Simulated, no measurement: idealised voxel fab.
Module name: voxel transistor to metal (process module)
Cross-section cut: width 265 nm, square cells of 5 nm.
In this document a cross-section is written as a grid of square cells. It is given as a series of bands, listed from the top down, and a band is one or more rows of cells. This entry defines a band. It first specifies the height of the band's top and the height of its bottom in nm, and then specifies the band's materials from left to right, stating each material with its width in nm. The word "edge to edge" identifies a single material that fills the band from edge to edge, while the word "blank" identifies empty space. Heights are reckoned from 0. Under this level, the received wafer is all of one material. The bottommost band is open-ended downward, for example "0 nm and below". A width such as "30->40" changes by the same amount from each row of cells to the next, from the band's top row to its bottom row. "stayed the same" (step): cross-section cells unchanged, all of them. Empty spaces without an open route to the top, at least 8 cells in extent, make up the entry "Unvented internal voids"; each is given as width x height at distance, where the distance is measured from the left edge, and all are in nm. If you see something after the settings on a step's line, that's the simulator's own remark about that step. overlay nm: how far to the right of its planned place the mask lay on this masked step (negative: to the left).

Steps planned for the process:
- 1: RECEIVE,material Si
- 2: OXIDIZE,depth nm 5
- 3: CONFORMAL_DEP,material SiN,thk nm 10
- 4: DIRECTIONAL_DEP,material aC,thk nm 15
- 5: PATTERN,tone cover,mask id ACTIVE,material resist,width nm 95,pitch nm 120,thk nm 30,overlay nm 0
- 6: DIRECTIONAL_ETCH,etch materials aC,depth nm 15
- 7: STRIP,etch materials resist
- 8: DIRECTIONAL_ETCH,etch materials SiN,depth nm 10
- 9: DIRECTIONAL_ETCH,etch materials SiO2,depth nm 5
- 10: DIRECTIONAL_ETCH,etch materials Si,depth nm 25
- 11: STRIP,etch materials aC
- 12: FILL_DEP,material SiO2,thk nm 10
- 13: CMP,height nm 10
- 14: SELECTIVE_ETCH,etch materials SiO2,depth nm 10
- 15: STRIP,etch materials SiN
- 16: SELECTIVE_ETCH,etch materials SiO2,depth nm 5
- 17: OXIDIZE,depth nm 5
- 18: DIRECTIONAL_DEP,material polySi,thk nm 30
- 19: DIRECTIONAL_DEP,material SiCN,thk nm 15
- 20: PATTERN,tone cover,mask id GATE,material resist,width nm 25,pitch nm 120,thk nm 20,overlay nm 0
- 21: DIRECTIONAL_ETCH,etch materials SiCN,depth nm 25
- 22: DIRECTIONAL_ETCH,etch materials polySi,depth nm 40
- 23: STRIP,etch materials resist
- 24: CONFORMAL_DEP,material SiN,thk nm 10
- 25: DIRECTIONAL_ETCH,etch materials SiN,depth nm 10
- 26: DIRECTIONAL_ETCH,etch materials SiO2,depth nm 5
- 27: DIRECTIONAL_ETCH,etch materials Si,depth nm 10
- 28: EPI,material pSi,thk nm 15
- 29: FILL_DEP,material SiO2,thk nm 10
- 30: CMP,height nm 40
- 31: DIRECTIONAL_DEP,material SiO2,thk nm 15
- 32: PATTERN,tone open,mask id CONTACT,material resist,width nm 25,pitch nm 60,thk nm 15,overlay nm 0
- 33: DIRECTIONAL_ETCH,etch materials SiO2,depth nm 60
- 34: STRIP,etch materials resist
- 35: CONFORMAL_DEP,material TiN,thk nm 5
- 36: FILL_DEP,material W,thk nm 5
- 37: CMP,height nm 55
- 38: CONFORMAL_DEP,material SiN,thk nm 5
- 39: DIRECTIONAL_DEP,material lowk,thk nm 20
- 40: PATTERN,tone open,mask id METAL_1,material resist,width nm 15,thk nm 20,overlay nm 0
- 41: DIRECTIONAL_ETCH,etch materials lowk,depth nm 20
- 42: DIRECTIONAL_ETCH,etch materials SiN,depth nm 5
- 43: STRIP,etch materials resist
- 44: CONFORMAL_DEP,material TiN,thk nm 5
- 45: FILL_DEP,material W,thk nm 10
- 46: CMP,height nm 80
- 47: CONFORMAL_DEP,material SiCN,thk nm 5
- 48: DIRECTIONAL_DEP,material SiO2,thk nm 30
- 49: MASKED_ETCH,tone open,mask id METAL_2,width nm 15,pitch nm 120,etch materials SiO2,depth nm 20,overlay nm 0
- 50: DIRECTIONAL_DEP,material aC,thk nm 10
- 51: PATTERN,tone open,mask id METAL_2_HOLES,material resist,width nm 15,pitch nm 120,thk nm 30,overlay nm 0
- 52: DIRECTIONAL_ETCH,etch materials aC,depth nm 10
- 53: STRIP,etch materials resist
- 54: DIRECTIONAL_ETCH,etch materials SiO2,depth nm 10
- 55: DIRECTIONAL_ETCH,etch materials SiCN,depth nm 5
- 56: STRIP,etch materials aC
- 57: CONFORMAL_DEP,material TiN,thk nm 5
- 58: FILL_DEP,material Cu,thk nm 10
- 59: CMP,height nm 115
- 60: CONFORMAL_DEP,material SiN,thk nm 5

Cross-section of the wafer upon arrival, representing the state reached after step 1:
  0 nm and below | Si edge to edge
  Unvented internal voids: none

Cross-sectional result after module completion. Note: starting condition and plan are unchanged from above; one processing mistake was made:
  120 nm to 115 nm | SiN edge to edge
  115 nm to 95 nm | SiO2: 30, then TiN: 5, then Cu: 5, then TiN: 5, then SiO2: 105, then TiN: 5, then Cu: 5, then TiN: 5, then SiO2: 100
  95 nm to 90 nm | SiCN: 30, then TiN: 15, then SiCN: 105, then TiN: 15, then SiCN: 100
  90 nm to 85 nm | W edge to edge
  85 nm to 80 nm | TiN: 35, then W: 5, then TiN: 65, then W: 5, then TiN: 45, then W: 5, then TiN: 65, then W: 5, then TiN: 35
  80 nm to 60 nm | lowk: 30, then TiN: 5, then W: 5, then TiN: 5, then lowk: 55, then TiN: 5, then W: 5, then TiN: 5, then lowk: 35, then TiN: 5, then W: 5, then TiN: 5, then lowk: 55, then TiN: 5, then W: 5, then TiN: 5, then lowk: 30
  60 nm to 55 nm | SiN: 30, then TiN: 15, then SiN: 55, then TiN: 15, then SiN: 35, then TiN: 15, then SiN: 55, then TiN: 15, then SiN: 30
  55 nm to 45 nm | SiO2: 30, then TiN: 5, then W: 15, then TiN: 5, then SiO2: 35, then TiN: 5, then W: 15, then TiN: 5, then SiO2: 35, then TiN: 5, then W: 15, then TiN: 5, then SiO2: 35, then TiN: 5, then W: 15, then TiN: 5, then SiO2: 30
  45 nm to 40 nm | SiO2: 30, then TiN: 5, then W: 10, then TiN: 10, then SiO2: 35, then TiN: 10, then W: 10, then TiN: 5, then SiO2: 35, then TiN: 5, then W: 10, then TiN: 10, then SiO2: 35, then TiN: 10, then W: 10, then TiN: 5, then SiO2: 30
  40 nm to 25 nm | SiO2: 30, then TiN: 5, then W: 10, then TiN: 5, then SiN: 10, then SiCN: 25, then SiN: 10, then TiN: 5, then W: 10, then TiN: 5, then SiO2: 35, then TiN: 5, then W: 10, then TiN: 5, then SiN: 10, then SiCN: 25, then SiN: 10, then TiN: 5, then W: 10, then TiN: 5, then SiO2: 30
  25 nm to 10 nm | SiO2: 30, then TiN: 5, then W: 10, then TiN: 5, then SiN: 10, then polySi: 25, then SiN: 10, then TiN: 5, then W: 10, then TiN: 5, then SiO2: 35, then TiN: 5, then W: 10, then TiN: 5, then SiN: 10, then polySi: 25, then SiN: 10, then TiN: 5, then W: 10, then TiN: 5, then SiO2: 30
  10 nm to 5 nm | SiO2: 30, then TiN: 20, then SiN: 10, then polySi: 25, then SiN: 10, then TiN: 20, then SiO2: 35, then TiN: 20, then SiN: 10, then polySi: 25, then SiN: 10, then TiN: 20, then SiO2: 30
  5 nm to -5 nm | SiO2: 30, then TiN: 5, then pSi: 15, then SiN: 10, then polySi: 25, then SiN: 10, then pSi: 15, then TiN: 5, then SiO2: 35, then TiN: 5, then pSi: 15, then SiN: 10, then polySi: 25, then SiN: 10, then pSi: 15, then TiN: 5, then SiO2: 30
  -5 nm to -10 nm | SiO2: 20, then pSi: 30, then SiO2: 45, then pSi: 30, then SiO2: 15, then pSi: 30, then SiO2: 45, then pSi: 30, then SiO2: 20
  -10 nm to -20 nm | SiO2: 25, then pSi: 25, then Si: 45, then pSi: 25, then SiO2: 25, then pSi: 25, then Si: 45, then pSi: 25, then SiO2: 25
  -20 nm to -30 nm | SiO2: 25, then Si: 95, then SiO2: 25, then Si: 95, then SiO2: 25
  -30 nm and below | Si edge to edge
  Unvented internal voids: none
Want to know what went wrong? contrary to plan, step 46 was performed as CMP,height nm 90
